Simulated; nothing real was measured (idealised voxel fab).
This is a process module. Its name is voxel transistor to metal.
The width of the displayed cross-section, cut, is 160 nm; its cells are square, with a size of 5 nm.
A cross-section in this document is a grid of square cells, and it is written down as bands, the top band listed before the ones below it; a band is made up of one or more rows of cells.
In this notation a band is specified by the heights of its top and bottom, in that order and in nm, after which its materials appear from left to right, each paired with its width in nm. The word "full width" attached to a single material means that material fills the band from edge to edge; the word "air" stands for empty space.
Counting heights begins at 0, where everything beneath is, in the wafer as received, one material. The lowest band has no bottom; it goes on downwards, as "top 0, no bottom" shows.
Per-row width for "30..40": begins at first number (top row of band), ends at second number (bottom row), increment between rows held constant.
"same as before" after a step means that no cell of the cross-section changed.
"Trapped voids" enumerates empty spaces isolated from the top, with no open way to it, that contain at least 8 cells, giving each as width x height at distance from the left edge, all three in nm.
If you see something after the settings on a step's line, that's the simulator's own remark about that step.
"overlay nm" on a masked step: distance the mask lay right of its planned place, negative for left.
Below is the list of planned process steps:
1: RECEIVE: material Si
2: CONFORMAL_DEP: material SiO2, thk nm 5
3: CONFORMAL_DEP: material SiN, thk nm 10
4: MASKED_ETCH: tone cover, mask id ACTIVE, width nm 115, etch materials SiN, depth nm 10, overlay nm 0
5: MASKED_ETCH: tone cover, mask id ACTIVE, width nm 115, etch materials SiO2, depth nm 5, overlay nm 0
6: MASKED_ETCH: tone cover, mask id ACTIVE, width nm 115, etch materials Si, depth nm 30, overlay nm 0
7: OXIDIZE: depth nm 5
8: FILL_DEP: material SiO2, thk nm 15
9: CMP: height nm 15
10: SELECTIVE_ETCH: etch materials SiO2, depth nm 10
11: STRIP: etch materials SiN
12: SELECTIVE_ETCH: etch materials SiO2, depth nm 5
13: OXIDIZE: depth nm 5
14: DIRECTIONAL_DEP: material polySi, thk nm 25
15: DIRECTIONAL_DEP: material SiCN, thk nm 10
16: PATTERN: tone cover, mask id GATE, material resist, width nm 25, thk nm 20, overlay nm 0
17: DIRECTIONAL_ETCH: etch materials SiCN, depth nm 20
18: DIRECTIONAL_ETCH: etch materials polySi, depth nm 35
19: STRIP: etch materials resist
20: CONFORMAL_DEP: material SiO2, thk nm 5
21: DIRECTIONAL_ETCH: etch materials SiO2, depth nm 5
22: CONFORMAL_DEP: material SiN, thk nm 5
23: DIRECTIONAL_ETCH: etch materials SiN, depth nm 5
24: DIRECTIONAL_ETCH: etch materials SiO2, depth nm 5
25: EPI: material pSi, thk nm 5
26: FILL_DEP: material SiO2, thk nm 10
27: CMP: height nm 35
28: DIRECTIONAL_DEP: material SiO2, thk nm 10
29: MASKED_ETCH: tone open, mask id CONTACT, width nm 35, pitch nm 70, etch materials SiO2, depth nm 45, overlay nm 0
30: CONFORMAL_DEP: material TiN, thk nm 5
31: FILL_DEP: material Ru, thk nm 10
32: CMP: height nm 45
33: CONFORMAL_DEP: material SiN, thk nm 5
34: DIRECTIONAL_DEP: material lowk, thk nm 20
35: PATTERN: tone open, mask id METAL_1, material resist, width nm 20, pitch nm 85, thk nm 20, overlay nm 0
36: DIRECTIONAL_ETCH: etch materials lowk, depth nm 20
37: DIRECTIONAL_ETCH: etch materials SiN, depth nm 5
38: STRIP: etch materials resist
39: CONFORMAL_DEP: material TiN, thk nm 5
40: FILL_DEP: material W, thk nm 5
41: CMP: height nm 70
42: EPI: material Ru, thk nm 5
43: FILL_DEP: material SiCN, thk nm 5
Cross-section: wafer on arrival = after step 1:
top 0, no bottom  Si full width
Trapped voids: none
First of two wafers, end-of-module section, run followed plan:
top 80, bottom 75  SiCN full width
top 75, bottom 70  SiCN (20); Ru (30); SiCN (55); Ru (30); SiCN (25)
top 70, bottom 50  lowk (25); TiN (5); W (10); TiN (5); lowk (65); TiN (5); W (10); TiN (5); lowk (30)
top 50, bottom 45  SiN (25); TiN (20); SiN (65); TiN (20); SiN (30)
top 45, bottom 35  SiO2 (25); TiN (5); Ru (25..20); TiN (5..10); SiO2 (35); TiN (5..10); Ru (25..20); TiN (5); SiO2 (30)
top 35, bottom 25  SiO2 (25); TiN (5); Ru (20); TiN (5); SiN (5); SiO2 (5); SiCN (25); SiO2 (5); SiN (5); TiN (5); Ru (20); TiN (5); SiO2 (30)
top 25, bottom 5  SiO2 (25); TiN (5); Ru (20); TiN (5); SiN (5); SiO2 (5); polySi (25); SiO2 (5); SiN (5); TiN (5); Ru (20); TiN (5); SiO2 (30)
top 5, bottom 0  SiO2 (25); TiN (30); SiN (5); SiO2 (5); polySi (25); SiO2 (5); SiN (5); TiN (30); SiO2 (30)
top 0, bottom -5  SiO2 (20); pSi (35); SiO2 (45); pSi (35); SiO2 (25)
top -5, bottom -35  SiO2 (25); Si (105); SiO2 (30)
top -35, no bottom  Si full width
Trapped voids: none
Cross-section of the latter of the two wafers at module completion. It had an identical start and an identical plan to the former; in running it, one mistake was made:
top 80, bottom 75  SiCN full width
top 75, bottom 70  SiCN (20); Ru (30); SiCN (55); Ru (30); SiCN (25)
top 70, bottom 50  lowk (25); TiN (5); W (10); TiN (5); lowk (65); TiN (5); W (10); TiN (5); lowk (30)
top 50, bottom 45  SiN (25); TiN (20); SiN (65); TiN (20); SiN (30)
top 45, bottom 35  SiO2 (30); TiN (5); Ru (20..15); TiN (5..10); SiO2 (40); TiN (5); Ru (20); TiN (5); SiO2 (30)
top 35, bottom 25  SiO2 (30); TiN (5); Ru (15); TiN (5); SiN (5); SiO2 (5); SiCN (25); SiO2 (5); SiN (5); TiN (5); Ru (20); TiN (5); SiO2 (30)
top 25, bottom 5  SiO2 (30); TiN (5); Ru (15); TiN (5); SiN (5); SiO2 (5); polySi (25); SiO2 (5); SiN (5); TiN (5); Ru (20); TiN (5); SiO2 (30)
top 5, bottom 0  SiO2 (30); TiN (25); SiN (5); SiO2 (5); polySi (25); SiO2 (5); SiN (5); TiN (30); SiO2 (30)
top 0, bottom -5  SiO2 (20); pSi (35); SiO2 (45); pSi (35); SiO2 (25)
top -5, bottom -35  SiO2 (25); Si (105); SiO2 (30)
top -35, no bottom  Si full width
Trapped voids: none
Misprocessing identified: rather than as planned, step 29 actually ran as MASKED_ETCH: tone open, mask id CONTACT, width nm 30, pitch nm 70, etch materials SiO2, depth nm 45, overlay nm 0
Final cells, second wafer relative to first, materials higher or lower: 9 fewer of Ru, 11 more of SiO2, 2 fewer of TiN
